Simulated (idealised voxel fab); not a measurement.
Presented below is a process module, voxel self aligned contacts.
FYI the section here is cut, 250 nm wide, cells are 5 nm squares.
When this document writes out a cross-section, it uses a grid of square cells and lists it as bands, beginning at the top and moving down, with a band standing for one or more rows of cells.
First you get the band's top height and its bottom height, in nm, and then the materials it's made of, left to right, with each width in nm. If you see a single material with "throughout", that one covers the band edge to edge. "blank" is empty space.
Convention: height 0 is the level below which the wafer, as received, is all one material. The lowest band does not terminate at the bottom but continues downward, represented as "0..down".
Read "30 to 40" as a graded width: first number on top, second number at the bottom, same change between each pair of neighbouring rows.
"no modification" (step): cross-section cells unchanged, all of them.
Voids not open to the top, 8 cells minimum: see "Closed void inventory". Written width x height at distance; distance is from the left edge; nm.
On a step's line, text after the settings is the simulator commenting on that step.
overlay nm: step with mask; distance mask lay right of planned place; negative value = left of planned place.

-- The following list gives the planned process steps
1 RECEIVE | material Si
2 CONFORMAL_DEP | material SiO2 | thk nm 5
3 DIRECTIONAL_DEP | material polySi | thk nm 25
4 DIRECTIONAL_DEP | material SiN | thk nm 20
5 DIRECTIONAL_DEP | material aC | thk nm 10
6 PATTERN | tone cover | mask id GATE | material resist | width nm 35 | pitch nm 70 | thk nm 30 | overlay nm 0
7 DIRECTIONAL_ETCH | etch materials aC | depth nm 10
8 STRIP | etch materials resist
9 DIRECTIONAL_ETCH | etch materials SiN | depth nm 20
10 DIRECTIONAL_ETCH | etch materials polySi | depth nm 25
11 STRIP | etch materials aC
12 CONFORMAL_DEP | material SiN | thk nm 5
13 DIRECTIONAL_ETCH | etch materials SiN | depth nm 5
14 FILL_DEP | material SiO2 | thk nm 15
15 CMP | height nm 60
16 DIRECTIONAL_DEP | material aC | thk nm 10
17 PATTERN | tone open | mask id CONTACT | material resist | width nm 55 | pitch nm 70 | thk nm 25 | overlay nm 0
18 DIRECTIONAL_ETCH | etch materials aC | depth nm 10
19 STRIP | etch materials resist
20 DIRECTIONAL_ETCH | etch materials SiO2 | depth nm 60
21 STRIP | etch materials aC
22 CONFORMAL_DEP | material TiN | thk nm 5
23 FILL_DEP | material Ru | thk nm 10
24 CMP | height nm 60
25 CONFORMAL_DEP | material SiN | thk nm 5

-- Run as planned: first of two wafers

-- As-received wafer cross-section (after step 1)
  0..down  Si throughout
  Closed void inventory: none

-- The wafer, seen in cross-section, after step 2
  5..0  SiO2 throughout
  No changes below 0.

-- The wafer, seen in cross-section, after step 3
  30..5  polySi throughout
  No changes below 5.

-- The wafer, seen in cross-section, after step 4
  50..30  SiN throughout
  No changes below 30.

-- The wafer, seen in cross-section, after step 5
  60..50  aC throughout
  No changes below 50.

-- The wafer, seen in cross-section, after step 6
  90..60  35 of blank | 35 of resist | 35 of blank | 35 of resist | 35 of blank | 35 of resist | 40 of blank
  No changes below 60.

-- The wafer, seen in cross-section, after step 7
  80..60  35 of blank | 35 of resist | 35 of blank | 35 of resist | 35 of blank | 35 of resist | 40 of blank
  60..50  35 of blank | 35 of aC | 35 of blank | 35 of aC | 35 of blank | 35 of aC | 40 of blank
  No changes below 50.

-- The wafer, seen in cross-section, after step 8
  60..50  35 of blank | 35 of aC | 35 of blank | 35 of aC | 35 of blank | 35 of aC | 40 of blank
  No changes below 50.

-- The wafer, seen in cross-section, after step 9
  60..50  35 of blank | 35 of aC | 35 of blank | 35 of aC | 35 of blank | 35 of aC | 40 of blank
  50..30  35 of blank | 35 of SiN | 35 of blank | 35 of SiN | 35 of blank | 35 of SiN | 40 of blank
  No changes below 30.

-- The wafer, seen in cross-section, after step 10
  60..50  35 of blank | 35 of aC | 35 of blank | 35 of aC | 35 of blank | 35 of aC | 40 of blank
  50..30  35 of blank | 35 of SiN | 35 of blank | 35 of SiN | 35 of blank | 35 of SiN | 40 of blank
  30..5  35 of blank | 35 of polySi | 35 of blank | 35 of polySi | 35 of blank | 35 of polySi | 40 of blank
  No changes below 5.

-- The wafer, seen in cross-section, after step 11
  50..30  35 of blank | 35 of SiN | 35 of blank | 35 of SiN | 35 of blank | 35 of SiN | 40 of blank
  No changes below 30.

-- The wafer, seen in cross-section, after step 12
  55..30  30 of blank | 45 of SiN | 25 of blank | 45 of SiN | 25 of blank | 45 of SiN | 35 of blank
  30..10  30 of blank | 5 of SiN | 35 of polySi | 5 of SiN | 25 of blank | 5 of SiN | 35 of polySi | 5 of SiN | 25 of blank | 5 of SiN | 35 of polySi | 5 of SiN | 35 of blank
  10..5  35 of SiN | 35 of polySi | 35 of SiN | 35 of polySi | 35 of SiN | 35 of polySi | 40 of SiN
  No changes below 5.

-- The wafer, seen in cross-section, after step 13
  50..30  30 of blank | 45 of SiN | 25 of blank | 45 of SiN | 25 of blank | 45 of SiN | 35 of blank
  30..5  30 of blank | 5 of SiN | 35 of polySi | 5 of SiN | 25 of blank | 5 of SiN | 35 of polySi | 5 of SiN | 25 of blank | 5 of SiN | 35 of polySi | 5 of SiN | 35 of blank
  No changes below 5.

-- The wafer, seen in cross-section, after step 14
  65..50  SiO2 throughout
  50..30  30 of SiO2 | 45 of SiN | 25 of SiO2 | 45 of SiN | 25 of SiO2 | 45 of SiN | 35 of SiO2
  30..5  30 of SiO2 | 5 of SiN | 35 of polySi | 5 of SiN | 25 of SiO2 | 5 of SiN | 35 of polySi | 5 of SiN | 25 of SiO2 | 5 of SiN | 35 of polySi | 5 of SiN | 35 of SiO2
  No changes below 5.

-- The wafer, seen in cross-section, after step 15
  60..50  SiO2 throughout
  No changes below 50.

-- The wafer, seen in cross-section, after step 16
  70..60  aC throughout
  No changes below 60.

-- The wafer, seen in cross-section, after step 17
  95..70  60 of resist | 55 of blank | 15 of resist | 55 of blank | 65 of resist
  No changes below 70.

-- The wafer, seen in cross-section, after step 18
  85..70  60 of resist | 55 of blank | 15 of resist | 55 of blank | 65 of resist
  70..60  60 of aC | 55 of blank | 15 of aC | 55 of blank | 65 of aC
  No changes below 60.

-- The wafer, seen in cross-section, after step 19
  70..60  60 of aC | 55 of blank | 15 of aC | 55 of blank | 65 of aC
  No changes below 60.

-- The wafer, seen in cross-section, after step 20
  70..60  60 of aC | 55 of blank | 15 of aC | 55 of blank | 65 of aC
  60..50  60 of SiO2 | 55 of blank | 15 of SiO2 | 55 of blank | 65 of SiO2
  50..30  30 of SiO2 | 45 of SiN | 25 of blank | 45 of SiN | 25 of blank | 45 of SiN | 35 of SiO2
  30..5  30 of SiO2 | 5 of SiN | 35 of polySi | 5 of SiN | 25 of blank | 5 of SiN | 35 of polySi | 5 of SiN | 25 of blank | 5 of SiN | 35 of polySi | 5 of SiN | 35 of SiO2
  5..0  75 of SiO2 | 25 of blank | 45 of SiO2 | 25 of blank | 80 of SiO2
  No changes below 0.

-- The wafer, seen in cross-section, after step 21
  60..50  60 of SiO2 | 55 of blank | 15 of SiO2 | 55 of blank | 65 of SiO2
  No changes below 50.

-- The wafer, seen in cross-section, after step 22
  65..60  65 of TiN | 45 of blank | 25 of TiN | 45 of blank | 70 of TiN
  60..50  60 of SiO2 | 5 to 20 of TiN | 45 to 15 of blank | 5 to 20 of TiN | 15 of SiO2 | 5 to 20 of TiN | 45 to 15 of blank | 5 to 20 of TiN | 65 of SiO2
  50..30  30 of SiO2 | 45 of SiN | 5 of TiN | 15 of blank | 5 of TiN | 45 of SiN | 5 of TiN | 15 of blank | 5 of TiN | 45 of SiN | 35 of SiO2
  30..5  30 of SiO2 | 5 of SiN | 35 of polySi | 5 of SiN | 5 of TiN | 15 of blank | 5 of TiN | 5 of SiN | 35 of polySi | 5 of SiN | 5 of TiN | 15 of blank | 5 of TiN | 5 of SiN | 35 of polySi | 5 of SiN | 35 of SiO2
  5..0  75 of SiO2 | 25 of TiN | 45 of SiO2 | 25 of TiN | 80 of SiO2
  No changes below 0.

-- The wafer, seen in cross-section, after step 23
  75..65  Ru throughout
  65..60  65 of TiN | 45 of Ru | 25 of TiN | 45 of Ru | 70 of TiN
  60..50  60 of SiO2 | 5 to 20 of TiN | 45 to 15 of Ru | 5 to 20 of TiN | 15 of SiO2 | 5 to 20 of TiN | 45 to 15 of Ru | 5 to 20 of TiN | 65 of SiO2
  50..30  30 of SiO2 | 45 of SiN | 5 of TiN | 15 of Ru | 5 of TiN | 45 of SiN | 5 of TiN | 15 of Ru | 5 of TiN | 45 of SiN | 35 of SiO2
  30..5  30 of SiO2 | 5 of SiN | 35 of polySi | 5 of SiN | 5 of TiN | 15 of Ru | 5 of TiN | 5 of SiN | 35 of polySi | 5 of SiN | 5 of TiN | 15 of Ru | 5 of TiN | 5 of SiN | 35 of polySi | 5 of SiN | 35 of SiO2
  No changes below 5.

-- The wafer, seen in cross-section, after step 24
  60..50  60 of SiO2 | 5 to 20 of TiN | 45 to 15 of Ru | 5 to 20 of TiN | 15 of SiO2 | 5 to 20 of TiN | 45 to 15 of Ru | 5 to 20 of TiN | 65 of SiO2
  No changes below 50.

-- The wafer, seen in cross-section, after step 25
  65..60  SiN throughout
  No changes below 60.

-- The second wafer began exactly as the first did and followed the same plan, but one mistake was made while running it; through step 11 inclusive, the two wafers are identical

Second wafer, cut view, end of step 12 per plan: no modification

-- Second wafer, cut view, end of step 13 per plan
  45..30  35 of blank | 35 of SiN | 35 of blank | 35 of SiN | 35 of blank | 35 of SiN | 40 of blank
  No changes below 30.

-- Second wafer, cut view, end of step 14 per plan
  60..45  SiO2 throughout
  45..30  35 of SiO2 | 35 of SiN | 35 of SiO2 | 35 of SiN | 35 of SiO2 | 35 of SiN | 40 of SiO2
  30..5  35 of SiO2 | 35 of polySi | 35 of SiO2 | 35 of polySi | 35 of SiO2 | 35 of polySi | 40 of SiO2
  No changes below 5.

Second wafer, cut view, end of step 15 per plan: no modification

-- Second wafer, cut view, end of step 16 per plan
  70..60  aC throughout
  No changes below 60.

-- Second wafer, cut view, end of step 17 per plan
  95..70  60 of resist | 55 of blank | 15 of resist | 55 of blank | 65 of resist
  No changes below 70.

-- Second wafer, cut view, end of step 18 per plan
  85..70  60 of resist | 55 of blank | 15 of resist | 55 of blank | 65 of resist
  70..60  60 of aC | 55 of blank | 15 of aC | 55 of blank | 65 of aC
  No changes below 60.

-- Second wafer, cut view, end of step 19 per plan
  70..60  60 of aC | 55 of blank | 15 of aC | 55 of blank | 65 of aC
  No changes below 60.

-- Second wafer, cut view, end of step 20 per plan
  70..60  60 of aC | 55 of blank | 15 of aC | 55 of blank | 65 of aC
  60..45  60 of SiO2 | 55 of blank | 15 of SiO2 | 55 of blank | 65 of SiO2
  45..30  35 of SiO2 | 35 of SiN | 35 of blank | 35 of SiN | 35 of blank | 35 of SiN | 40 of SiO2
  30..5  35 of SiO2 | 35 of polySi | 35 of blank | 35 of polySi | 35 of blank | 35 of polySi | 40 of SiO2
  5..0  70 of SiO2 | 35 of blank | 35 of SiO2 | 35 of blank | 75 of SiO2
  No changes below 0.

-- Second wafer, cut view, end of step 21 per plan
  60..45  60 of SiO2 | 55 of blank | 15 of SiO2 | 55 of blank | 65 of SiO2
  No changes below 45.

-- Second wafer, cut view, end of step 22 per plan
  65..60  65 of TiN | 45 of blank | 25 of TiN | 45 of blank | 70 of TiN
  60..50  60 of SiO2 | 5 of TiN | 45 of blank | 5 of TiN | 15 of SiO2 | 5 of TiN | 45 of blank | 5 of TiN | 65 of SiO2
  50..45  60 of SiO2 | 15 of TiN | 25 of blank | 15 of TiN | 15 of SiO2 | 15 of TiN | 25 of blank | 15 of TiN | 65 of SiO2
  45..30  35 of SiO2 | 35 of SiN | 5 of TiN | 25 of blank | 5 of TiN | 35 of SiN | 5 of TiN | 25 of blank | 5 of TiN | 35 of SiN | 40 of SiO2
  30..5  35 of SiO2 | 35 of polySi | 5 of TiN | 25 of blank | 5 of TiN | 35 of polySi | 5 of TiN | 25 of blank | 5 of TiN | 35 of polySi | 40 of SiO2
  5..0  70 of SiO2 | 35 of TiN | 35 of SiO2 | 35 of TiN | 75 of SiO2
  No changes below 0.

-- Second wafer, cut view, end of step 23 per plan
  75..65  Ru throughout
  65..60  65 of TiN | 45 of Ru | 25 of TiN | 45 of Ru | 70 of TiN
  60..50  60 of SiO2 | 5 of TiN | 45 of Ru | 5 of TiN | 15 of SiO2 | 5 of TiN | 45 of Ru | 5 of TiN | 65 of SiO2
  50..45  60 of SiO2 | 15 of TiN | 25 of Ru | 15 of TiN | 15 of SiO2 | 15 of TiN | 25 of Ru | 15 of TiN | 65 of SiO2
  45..30  35 of SiO2 | 35 of SiN | 5 of TiN | 25 of Ru | 5 of TiN | 35 of SiN | 5 of TiN | 25 of Ru | 5 of TiN | 35 of SiN | 40 of SiO2
  30..5  35 of SiO2 | 35 of polySi | 5 of TiN | 25 of Ru | 5 of TiN | 35 of polySi | 5 of TiN | 25 of Ru | 5 of TiN | 35 of polySi | 40 of SiO2
  No changes below 5.

-- Second wafer, cut view, end of step 24 per plan
  60..50  60 of SiO2 | 5 of TiN | 45 of Ru | 5 of TiN | 15 of SiO2 | 5 of TiN | 45 of Ru | 5 of TiN | 65 of SiO2
  No changes below 50.

-- Second wafer, cut view, end of step 25 per plan
  65..60  SiN throughout
  No changes below 60.
Error vs. plan: step 12 was left out
FYI, end of process, the second wafer has more or fewer cells of some materials than the first: Ru: 48 more | SiN: 75 fewer | SiO2: 27 more
